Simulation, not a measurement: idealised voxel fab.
This is a process module. Its name is voxel fin reveal.
Section shown: cut. Width: 235 nm. Cell size: 5 nm, square.
When this document writes out a cross-section, it uses a grid of square cells and lists it as bands, beginning at the top and moving down, with a band standing for one or more rows of cells.
Band: top and bottom heights (nm) first, top before bottom; then materials from left to right, widths in nm. "throughout" marks a sole material filling the band edge to edge. "air" denotes empty space.
Basically, 0 is our baseline, since under it the wafer straight out of the box is all one material. The bottom band has no lower end and keeps on going down, so it looks like "0 and below".
The two numbers in a width such as "30..40" mark its ends across the band: the first belongs to the top row of cells, the second to the bottom row, and from each row to the next the width moves by the same amount.
What does "no change" mean for a step? It means no cell of the cross-section changed in that step.
If an empty space has no open way to the top and is at least 8 cells in size, "Trapped cavities" lists it, written width x height at distance, where distance is measured from the left edge and every value is in nm.
after a step's settings: what the simulator itself notes on the step
overlay nm: on a step with a mask, how far right of its planned place the mask lay; negative means left.

The following list gives the planned process steps
1,RECEIVE: material Si
2,CONFORMAL_DEP: material SiN, thk nm 5
3,DIRECTIONAL_DEP: material aC, thk nm 15
4,PATTERN: tone cover, mask id FINS, material resist, width nm 15, pitch nm 45, thk nm 30, overlay nm 0
5,DIRECTIONAL_ETCH: etch materials aC, depth nm 15
6,STRIP: etch materials resist
7,DIRECTIONAL_ETCH: etch materials SiN, depth nm 5
8,DIRECTIONAL_ETCH: etch materials Si, depth nm 40
9,STRIP: etch materials aC
10,FILL_DEP: material SiO2, thk nm 10
11,CMP: height nm 5
12,SELECTIVE_ETCH: etch materials SiO2, depth nm 35
13,STRIP: etch materials SiN

Concerning the first of two wafers, which was run in accordance with the plan

Cross-sectional view of the wafer in its as-received condition, corresponding to the state after step 1
    0 and below  Si throughout
    Trapped cavities: none

After step 2: wafer cross-section
    5 down to 0  SiN throughout
    All layers under 0 are left as they were.

After step 3: wafer cross-section
    20 down to 5  aC throughout
    All layers under 5 are left as they were.

After step 4: wafer cross-section
    50 down to 20  air 40, then resist 15, then air 30, then resist 15, then air 30, then resist 15, then air 30, then resist 15, then air 45
    All layers under 20 are left as they were.

After step 5: wafer cross-section
    35 down to 20  air 40, then resist 15, then air 30, then resist 15, then air 30, then resist 15, then air 30, then resist 15, then air 45
    20 down to 5  air 40, then aC 15, then air 30, then aC 15, then air 30, then aC 15, then air 30, then aC 15, then air 45
    All layers under 5 are left as they were.

After step 6: wafer cross-section
    20 down to 5  air 40, then aC 15, then air 30, then aC 15, then air 30, then aC 15, then air 30, then aC 15, then air 45
    All layers under 5 are left as they were.

After step 7: wafer cross-section
    20 down to 5  air 40, then aC 15, then air 30, then aC 15, then air 30, then aC 15, then air 30, then aC 15, then air 45
    5 down to 0  air 40, then SiN 15, then air 30, then SiN 15, then air 30, then SiN 15, then air 30, then SiN 15, then air 45
    All layers under 0 are left as they were.

After step 8: wafer cross-section
    20 down to 5  air 40, then aC 15, then air 30, then aC 15, then air 30, then aC 15, then air 30, then aC 15, then air 45
    5 down to 0  air 40, then SiN 15, then air 30, then SiN 15, then air 30, then SiN 15, then air 30, then SiN 15, then air 45
    0 down to -40  air 40, then Si 15, then air 30, then Si 15, then air 30, then Si 15, then air 30, then Si 15, then air 45
    All layers under -40 are left as they were.

After step 9: wafer cross-section
    5 down to 0  air 40, then SiN 15, then air 30, then SiN 15, then air 30, then SiN 15, then air 30, then SiN 15, then air 45
    All layers under 0 are left as they were.

After step 10: wafer cross-section
    15 down to 5  SiO2 throughout
    5 down to 0  SiO2 40, then SiN 15, then SiO2 30, then SiN 15, then SiO2 30, then SiN 15, then SiO2 30, then SiN 15, then SiO2 45
    0 down to -40  SiO2 40, then Si 15, then SiO2 30, then Si 15, then SiO2 30, then Si 15, then SiO2 30, then Si 15, then SiO2 45
    All layers under -40 are left as they were.

After step 11: wafer cross-section
    5 down to 0  SiO2 40, then SiN 15, then SiO2 30, then SiN 15, then SiO2 30, then SiN 15, then SiO2 30, then SiN 15, then SiO2 45
    All layers under 0 are left as they were.

After step 12: wafer cross-section
    5 down to 0  air 40, then SiN 15, then air 30, then SiN 15, then air 30, then SiN 15, then air 30, then SiN 15, then air 45
    0 down to -30  air 40, then Si 15, then air 30, then Si 15, then air 30, then Si 15, then air 30, then Si 15, then air 45
    All layers under -30 are left as they were.

After step 13: wafer cross-section
    0 down to -30  air 40, then Si 15, then air 30, then Si 15, then air 30, then Si 15, then air 30, then Si 15, then air 45
    All layers under -30 are left as they were.

Second wafer, same starting conditions and recipe as the first, one mistake in executing it, nothing differs from the first up to and including step 7

What the second wafer looks like in cross-section when step 8 should have wrapped up
    20 down to 5  air 40, then aC 15, then air 30, then aC 15, then air 30, then aC 15, then air 30, then aC 15, then air 45
    5 down to 0  air 40, then SiN 15, then air 30, then SiN 15, then air 30, then SiN 15, then air 30, then SiN 15, then air 45
    0 down to -45  air 40, then Si 15, then air 30, then Si 15, then air 30, then Si 15, then air 30, then Si 15, then air 45
    All layers under -45 are left as they were.

What the second wafer looks like in cross-section when step 9 should have wrapped up
    5 down to 0  air 40, then SiN 15, then air 30, then SiN 15, then air 30, then SiN 15, then air 30, then SiN 15, then air 45
    All layers under 0 are left as they were.

What the second wafer looks like in cross-section when step 10 should have wrapped up
    15 down to 5  SiO2 throughout
    5 down to 0  SiO2 40, then SiN 15, then SiO2 30, then SiN 15, then SiO2 30, then SiN 15, then SiO2 30, then SiN 15, then SiO2 45
    0 down to -45  SiO2 40, then Si 15, then SiO2 30, then Si 15, then SiO2 30, then Si 15, then SiO2 30, then Si 15, then SiO2 45
    All layers under -45 are left as they were.

What the second wafer looks like in cross-section when step 11 should have wrapped up
    5 down to 0  SiO2 40, then SiN 15, then SiO2 30, then SiN 15, then SiO2 30, then SiN 15, then SiO2 30, then SiN 15, then SiO2 45
    All layers under 0 are left as they were.

What the second wafer looks like in cross-section when step 12 should have wrapped up
    5 down to 0  air 40, then SiN 15, then air 30, then SiN 15, then air 30, then SiN 15, then air 30, then SiN 15, then air 45
    0 down to -30  air 40, then Si 15, then air 30, then Si 15, then air 30, then Si 15, then air 30, then Si 15, then air 45
    All layers under -30 are left as they were.

What the second wafer looks like in cross-section when step 13 should have wrapped up
    0 down to -30  air 40, then Si 15, then air 30, then Si 15, then air 30, then Si 15, then air 30, then Si 15, then air 45
    All layers under -30 are left as they were.
What was the processing mistake? step 8 did not use the planned setting and instead ran as DIRECTIONAL_ETCH: etch materials Si, depth nm 45
Final tally in cells, some materials are higher or lower on the second wafer than on the first: -35 Si | +35 SiO2
